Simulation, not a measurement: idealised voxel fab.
The name of this process module is voxel quadruple lines.
Each square cell in cross-section cut measures 5 nm, and the section as a whole is 170 nm wide.
Cross-section = grid of square cells, listed top down in bands; band = one or more rows. Quick guide to a band line: top height, bottom height (nm) up front; then every material left to right with its width in nm. Only one material and it's marked "full width"? Then it fills the band edge to edge. And "air" just means empty space. The level at which height equals 0 is the one under which the wafer, as it arrives, is entirely one material. No lower edge exists for the bottom band, which continues downward and is notated as in "0 nm and below". The notation "30->40" denotes a width that varies across the rows of cells in the band, beginning at the first number in the top row, finishing at the second number in the bottom row, and changing by an identical amount from each row to the next. For the purposes of this document, the phrase "stayed the same" attached to a step denotes that no cell within the cross-section was modified by that step. For the entry "Voids lacking openings", the listed items are empty spaces with no open way to the top whose size is 8 cells or more; each item follows the pattern width x height at distance, where distance is from the left edge and all three are in nm. If you see something after the settings on a step's line, that's the simulator's own remark about that step. overlay nm: right-of-plan distance of the mask on a masked step; negative values mean left-of-plan.

The process steps that were planned are listed below:
1. RECEIVE, material Si
2. CONFORMAL_DEP, material Al2O3, thk nm 5
3. DIRECTIONAL_DEP, material W, thk nm 10
4. DIRECTIONAL_DEP, material polySi, thk nm 15
5. DIRECTIONAL_DEP, material aC, thk nm 20
6. PATTERN, tone cover, mask id MANDREL, material resist, width nm 15, pitch nm 60, thk nm 30, overlay nm 0
7. DIRECTIONAL_ETCH, etch materials aC, depth nm 20
8. STRIP, etch materials resist
9. CONFORMAL_DEP, material SiO2, thk nm 10
10. DIRECTIONAL_ETCH, etch materials SiO2, depth nm 10
11. STRIP, etch materials aC
12. DIRECTIONAL_ETCH, etch materials polySi, depth nm 15
13. STRIP, etch materials SiO2
14. CONFORMAL_DEP, material SiCN, thk nm 5
15. DIRECTIONAL_ETCH, etch materials SiCN, depth nm 5
16. STRIP, etch materials polySi
17. DIRECTIONAL_ETCH, etch materials W, depth nm 10
18. STRIP, etch materials SiCN
19. FILL_DEP, material SiO2, thk nm 10
20. CMP, height nm 15
The plan shows the width nm of step 6 as the first wafer had it; this setting differs between the wafers, which start out alike.

Received wafers, first of several: cross-section after step 1:
  0 nm and below  Si full width
  Voids lacking openings: none

Quick look at the cross-section of the first of several wafers after step 20, which wraps up the module:
  15 nm to 5 nm  SiO2 35 nm | W 5 nm | SiO2 10 nm | W 5 nm | SiO2 5 nm | W 5 nm | SiO2 10 nm | W 5 nm | SiO2 15 nm | W 5 nm | SiO2 10 nm | W 5 nm | SiO2 5 nm | W 5 nm | SiO2 10 nm | W 5 nm | SiO2 30 nm
  5 nm to 0 nm  Al2O3 full width
  0 nm and below  Si full width
  Voids lacking openings: none

Showing the last wafer in cross-section at the end of the module:
  15 nm to 5 nm  SiO2 25 nm | W 5 nm | SiO2 10 nm | W 5 nm | SiO2 25 nm | W 5 nm | SiO2 10 nm | W 5 nm | SiO2 10 nm | W 5 nm | SiO2 25 nm | W 5 nm | SiO2 10 nm | W 5 nm | SiO2 20 nm
  5 nm to 0 nm  Al2O3 full width
  0 nm and below  Si full width
  Voids lacking openings: none

Gained (+) or lost (-) cells of each material since receipt, then closed voids: one row per wafer, at the end of the module:
width nm 15, +34 Al2O3, +52 SiO2, +16 W, Voids lacking openings: none
width nm 20, +34 Al2O3, +52 SiO2, +16 W, Voids lacking openings: none
width nm 25, +34 Al2O3, +52 SiO2, +16 W, Voids lacking openings: none
width nm 30, +34 Al2O3, +52 SiO2, +16 W, Voids lacking openings: none
width nm 35, +34 Al2O3, +54 SiO2, +14 W, Voids lacking openings: none
